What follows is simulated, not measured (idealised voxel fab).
This is a process module. Its name is voxel self aligned vias.
Section shown: cut. Width: 280 nm. Cell size: 5 nm, square.
Reading order for cross-sections: top band down to bottom band. Underlying form: a grid of square cells. Band size: one or more rows of cells. Band: top and bottom heights (nm) first, top before bottom; then materials from left to right, widths in nm. "throughout" marks a sole material filling the band edge to edge. "empty" denotes empty space. Heights are reckoned from 0. Under this level, the received wafer is all of one material. The bottommost band is open-ended downward, for example "0 nm and below". Graded width ("30 to 40"): value in top row of band = first number; value in bottom row = second number; row-to-row change constant. Step note "changes: none" = no cross-section cell changed. Under "Enclosed voids" you'll find the enclosed gaps, the ones with no way out to the top, that are 8 cells or bigger; each reads width x height at distance, with distance counted from the left edge, everything in nm. What comes after the settings on a step's line is commentary from the simulator itself on that step. The "overlay nm" setting may appear on a step's line; for a step that uses a mask, it gives how far to the right of its planned position the mask lay, and a negative value indicates the left.

[Steps in the process plan]
1. RECEIVE (material Si)
2. CONFORMAL_DEP (material SiO2; thk nm 10)
3. CONFORMAL_DEP (material SiCN; thk nm 5)
4. DIRECTIONAL_DEP (material lowk; thk nm 25)
5. MASKED_ETCH (tone open; mask id LINES; width nm 20; pitch nm 45; etch materials lowk; depth nm 25; overlay nm 0)
6. CONFORMAL_DEP (material TiN; thk nm 5)
7. FILL_DEP (material W; thk nm 10)
8. CMP (height nm 40)
9. SELECTIVE_ETCH (etch materials W Ru TiN; depth nm 5)
10. FILL_DEP (material SiN; thk nm 5)
11. CMP (height nm 40)
12. DIRECTIONAL_DEP (material lowk; thk nm 15)
13. PATTERN (tone open; mask id VIAS; material resist; width nm 30; thk nm 20; overlay nm 0)
14. DIRECTIONAL_ETCH (etch materials lowk; depth nm 15)
15. DIRECTIONAL_ETCH (etch materials SiN; depth nm 5)
16. STRIP (etch materials resist)
17. CONFORMAL_DEP (material TiN; thk nm 5)
18. FILL_DEP (material Ru; thk nm 10)
19. CMP (height nm 55)
20. CONFORMAL_DEP (material SiCN; thk nm 5)

[First of two wafers: run as planned]

[Shown in cross-section is the wafer as received, that is, as it stands after step 1]
  0 nm and below | Si throughout
  Enclosed voids: none

[State of the wafer after step 2, shown in cross-section]
  10 nm to 0 nm | SiO2 throughout
  Heights below 0 show no change.

[State of the wafer after step 3, shown in cross-section]
  15 nm to 10 nm | SiCN throughout
  Heights below 10 show no change.

[State of the wafer after step 4, shown in cross-section]
  40 nm to 15 nm | lowk throughout
  Heights below 15 show no change.

[State of the wafer after step 5, shown in cross-section]
  40 nm to 15 nm | lowk 105 nm, empty 20 nm, lowk 25 nm, empty 20 nm, lowk 110 nm
  Heights below 15 show no change.

[State of the wafer after step 6, shown in cross-section]
  45 nm to 40 nm | TiN 110 nm, empty 10 nm, TiN 35 nm, empty 10 nm, TiN 115 nm
  40 nm to 20 nm | lowk 105 nm, TiN 5 nm, empty 10 nm, TiN 5 nm, lowk 25 nm, TiN 5 nm, empty 10 nm, TiN 5 nm, lowk 110 nm
  20 nm to 15 nm | lowk 105 nm, TiN 20 nm, lowk 25 nm, TiN 20 nm, lowk 110 nm
  Heights below 15 show no change.

[State of the wafer after step 7, shown in cross-section]
  55 nm to 45 nm | W throughout
  45 nm to 40 nm | TiN 110 nm, W 10 nm, TiN 35 nm, W 10 nm, TiN 115 nm
  40 nm to 20 nm | lowk 105 nm, TiN 5 nm, W 10 nm, TiN 5 nm, lowk 25 nm, TiN 5 nm, W 10 nm, TiN 5 nm, lowk 110 nm
  Heights below 20 show no change.

[State of the wafer after step 8, shown in cross-section]
  40 nm to 20 nm | lowk 105 nm, TiN 5 nm, W 10 nm, TiN 5 nm, lowk 25 nm, TiN 5 nm, W 10 nm, TiN 5 nm, lowk 110 nm
  Heights below 20 show no change.

[State of the wafer after step 9, shown in cross-section]
  40 nm to 35 nm | lowk 105 nm, empty 20 nm, lowk 25 nm, empty 20 nm, lowk 110 nm
  Heights below 35 show no change.

[State of the wafer after step 10, shown in cross-section]
  45 nm to 40 nm | SiN throughout
  40 nm to 35 nm | lowk 105 nm, SiN 20 nm, lowk 25 nm, SiN 20 nm, lowk 110 nm
  Heights below 35 show no change.

[State of the wafer after step 11, shown in cross-section]
  40 nm to 35 nm | lowk 105 nm, SiN 20 nm, lowk 25 nm, SiN 20 nm, lowk 110 nm
  Heights below 35 show no change.

[State of the wafer after step 12, shown in cross-section]
  55 nm to 40 nm | lowk throughout
  Heights below 40 show no change.

[State of the wafer after step 13, shown in cross-section]
  75 nm to 55 nm | resist 100 nm, empty 30 nm, resist 150 nm
  Heights below 55 show no change.

[State of the wafer after step 14, shown in cross-section]
  75 nm to 55 nm | resist 100 nm, empty 30 nm, resist 150 nm
  55 nm to 40 nm | lowk 100 nm, empty 30 nm, lowk 150 nm
  Heights below 40 show no change.

[State of the wafer after step 15, shown in cross-section]
  75 nm to 55 nm | resist 100 nm, empty 30 nm, resist 150 nm
  55 nm to 40 nm | lowk 100 nm, empty 30 nm, lowk 150 nm
  40 nm to 35 nm | lowk 105 nm, empty 20 nm, lowk 25 nm, SiN 20 nm, lowk 110 nm
  Heights below 35 show no change.

[State of the wafer after step 16, shown in cross-section]
  55 nm to 40 nm | lowk 100 nm, empty 30 nm, lowk 150 nm
  Heights below 40 show no change.

[State of the wafer after step 17, shown in cross-section]
  60 nm to 55 nm | TiN 105 nm, empty 20 nm, TiN 155 nm
  55 nm to 45 nm | lowk 100 nm, TiN 5 nm, empty 20 nm, TiN 5 nm, lowk 150 nm
  45 nm to 40 nm | lowk 100 nm, TiN 10 nm, empty 10 nm, TiN 10 nm, lowk 150 nm
  40 nm to 35 nm | lowk 105 nm, TiN 20 nm, lowk 25 nm, SiN 20 nm, lowk 110 nm
  Heights below 35 show no change.

[State of the wafer after step 18, shown in cross-section]
  70 nm to 60 nm | Ru throughout
  60 nm to 55 nm | TiN 105 nm, Ru 20 nm, TiN 155 nm
  55 nm to 45 nm | lowk 100 nm, TiN 5 nm, Ru 20 nm, TiN 5 nm, lowk 150 nm
  45 nm to 40 nm | lowk 100 nm, TiN 10 nm, Ru 10 nm, TiN 10 nm, lowk 150 nm
  Heights below 40 show no change.

[State of the wafer after step 19, shown in cross-section]
  55 nm to 45 nm | lowk 100 nm, TiN 5 nm, Ru 20 nm, TiN 5 nm, lowk 150 nm
  Heights below 45 show no change.

[State of the wafer after step 20, shown in cross-section]
  60 nm to 55 nm | SiCN throughout
  Heights below 55 show no change.

[Here the second wafer is described. Its start and its plan were those of the first wafer. Its run contained one mistake. Up to and including step 11, it did exactly what the first wafer did]

[Second wafer profile in section, at the moment step 12 of the plan was meant to be complete]
  55 nm to 40 nm | SiN throughout
  Heights below 40 show no change.

[Second wafer profile in section, at the moment step 13 of the plan was meant to be complete]
  75 nm to 55 nm | resist 100 nm, empty 30 nm, resist 150 nm
  Heights below 55 show no change.

Second wafer profile in section, at the moment step 14 of the plan was meant to be complete: changes: none

[Second wafer profile in section, at the moment step 15 of the plan was meant to be complete]
  75 nm to 55 nm | resist 100 nm, empty 30 nm, resist 150 nm
  55 nm to 50 nm | SiN 100 nm, empty 30 nm, SiN 150 nm
  Heights below 50 show no change.

[Second wafer profile in section, at the moment step 16 of the plan was meant to be complete]
  55 nm to 50 nm | SiN 100 nm, empty 30 nm, SiN 150 nm
  Heights below 50 show no change.

[Second wafer profile in section, at the moment step 17 of the plan was meant to be complete]
  60 nm to 55 nm | TiN 105 nm, empty 20 nm, TiN 155 nm
  55 nm to 50 nm | SiN 100 nm, TiN 30 nm, SiN 150 nm
  Heights below 50 show no change.

[Second wafer profile in section, at the moment step 18 of the plan was meant to be complete]
  70 nm to 60 nm | Ru throughout
  60 nm to 55 nm | TiN 105 nm, Ru 20 nm, TiN 155 nm
  Heights below 55 show no change.

[Second wafer profile in section, at the moment step 19 of the plan was meant to be complete]
  55 nm to 50 nm | SiN 100 nm, TiN 30 nm, SiN 150 nm
  Heights below 50 show no change.

[Second wafer profile in section, at the moment step 20 of the plan was meant to be complete]
  60 nm to 55 nm | SiCN throughout
  Heights below 55 show no change.
Short version of what went wrong: so step 12 ended up running with a different setting than we planned, it ran as DIRECTIONAL_DEP (material SiN; thk nm 15)
Final difference in cells, second wafer against first, listed per material as more or fewer: Ru: 10 fewer, SiN: 166 more, TiN: 6 fewer, lowk: 150 fewer
